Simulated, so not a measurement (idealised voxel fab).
process module | voxel self aligned contacts
cross-section cut | 255 nm wide | cells 5 nm
A cross-section is a grid of square cells, given in bands from the top down. A band is one or more rows of cells.
Each band's line starts with the height of the band's top and of its bottom, in nm. Then come its materials from left to right, each with its width in nm. One material with "throughout" fills the band from edge to edge. "air" is empty space.
Height 0 is the level under which the wafer as received is all one material. The lowest band goes on downwards, as in "0 down".
A width such as "30 to 40" changes by the same amount from each row of cells to the next, from the band's top row to its bottom row.
"no change" after a step means that no cell of the cross-section changed.
closed voids: empty space of 8 cells or more with no open way to the top, each as width x height at its distance from the left edge, in nm
after a step's settings: what the simulator itself notes on the step
overlay nm, on a step with a mask: how far to the right of its planned place the mask lay; to the left if negative
plan
1 op RECEIVE | material Si
2 op OXIDIZE | depth nm 5
3 op DIRECTIONAL_DEP | material polySi | thk nm 20
4 op DIRECTIONAL_DEP | material SiN | thk nm 20
5 op DIRECTIONAL_DEP | material aC | thk nm 10
6 op PATTERN | tone cover | mask id GATE | material resist | width nm 35 | pitch nm 60 | thk nm 30 | overlay nm -15
7 op DIRECTIONAL_ETCH | etch materials aC | depth nm 10
8 op STRIP | etch materials resist
9 op DIRECTIONAL_ETCH | etch materials SiN | depth nm 20
10 op DIRECTIONAL_ETCH | etch materials polySi | depth nm 20
11 op STRIP | etch materials aC
12 op CONFORMAL_DEP | material SiN | thk nm 5
13 op DIRECTIONAL_ETCH | etch materials SiN | depth nm 5
14 op FILL_DEP | material SiO2 | thk nm 15
15 op CMP | height nm 45
16 op DIRECTIONAL_DEP | material aC | thk nm 10
17 op PATTERN | tone open | mask id CONTACT | material resist | width nm 35 | pitch nm 60 | thk nm 25 | overlay nm 0
18 op DIRECTIONAL_ETCH | etch materials aC | depth nm 10
19 op STRIP | etch materials resist
20 op DIRECTIONAL_ETCH | etch materials SiO2 | depth nm 50
21 op STRIP | etch materials aC
22 op CONFORMAL_DEP | material TiN | thk nm 5
23 op FILL_DEP | material W | thk nm 10
24 op CMP | height nm 45
25 op CONFORMAL_DEP | material SiCN | thk nm 5
varied across the wafers: overlay nm of step 6. The plan shows the first wafer's value. All wafers start alike
first wafer as received, after step 1
  0 down: Si throughout
  closed voids: none
first wafer at the end, after step 25
  50 to 45: SiCN throughout
  45 to 40: SiO2 80 | TiN 35 | SiO2 25 | TiN 35 | SiO2 80
  40 to 20: SiO2 30 | SiN 45 | SiO2 5 | TiN 10 | SiN 45 | SiO2 5 | TiN 10 | SiN 45 | SiO2 60
  20 to 0: SiO2 30 | SiN 5 | polySi 35 | SiN 5 | SiO2 5 | TiN 10 | SiN 5 | polySi 35 | SiN 5 | SiO2 5 | TiN 10 | SiN 5 | polySi 35 | SiN 5 | SiO2 60
  0 to -5: SiO2 80 | TiN 10 | SiO2 50 | TiN 10 | SiO2 105
  -5 down: Si throughout
  closed voids: none
last wafer at the end
  50 to 45: SiCN throughout
  45 to 40: SiO2 80 | TiN 35 | SiO2 25 | TiN 35 | SiO2 80
  40 to 20: SiO2 60 | SiN 45 | TiN 10 | SiO2 5 | SiN 45 | TiN 10 | SiO2 5 | SiN 45 | SiO2 30
  20 to 0: SiO2 60 | SiN 5 | polySi 35 | SiN 5 | TiN 10 | SiO2 5 | SiN 5 | polySi 35 | SiN 5 | TiN 10 | SiO2 5 | SiN 5 | polySi 35 | SiN 5 | SiO2 30
  0 to -5: SiO2 105 | TiN 10 | SiO2 50 | TiN 10 | SiO2 80
  -5 down: Si throughout
  closed voids: none
each wafer at the end: cells of each material gained (+) or lost (-) since it was received, then its closed voids
overlay nm -15 | -51 Si | +51 SiCN | +132 SiN | +244 SiO2 | +50 TiN | +84 polySi | closed voids: none
overlay nm -10 | -51 Si | +51 SiCN | +132 SiN | +226 SiO2 | +50 TiN | +18 W | +84 polySi | closed voids: none
overlay nm -5 | -51 Si | +51 SiCN | +132 SiN | +226 SiO2 | +50 TiN | +18 W | +84 polySi | closed voids: none
overlay nm 0 | -51 Si | +51 SiCN | +132 SiN | +226 SiO2 | +50 TiN | +18 W | +84 polySi | closed voids: none
overlay nm 5 | -51 Si | +51 SiCN | +132 SiN | +226 SiO2 | +50 TiN | +18 W | +84 polySi | closed voids: none
overlay nm 10 | -51 Si | +51 SiCN | +132 SiN | +226 SiO2 | +50 TiN | +18 W | +84 polySi | closed voids: none
overlay nm 15 | -51 Si | +51 SiCN | +132 SiN | +244 SiO2 | +50 TiN | +84 polySi | closed voids: none
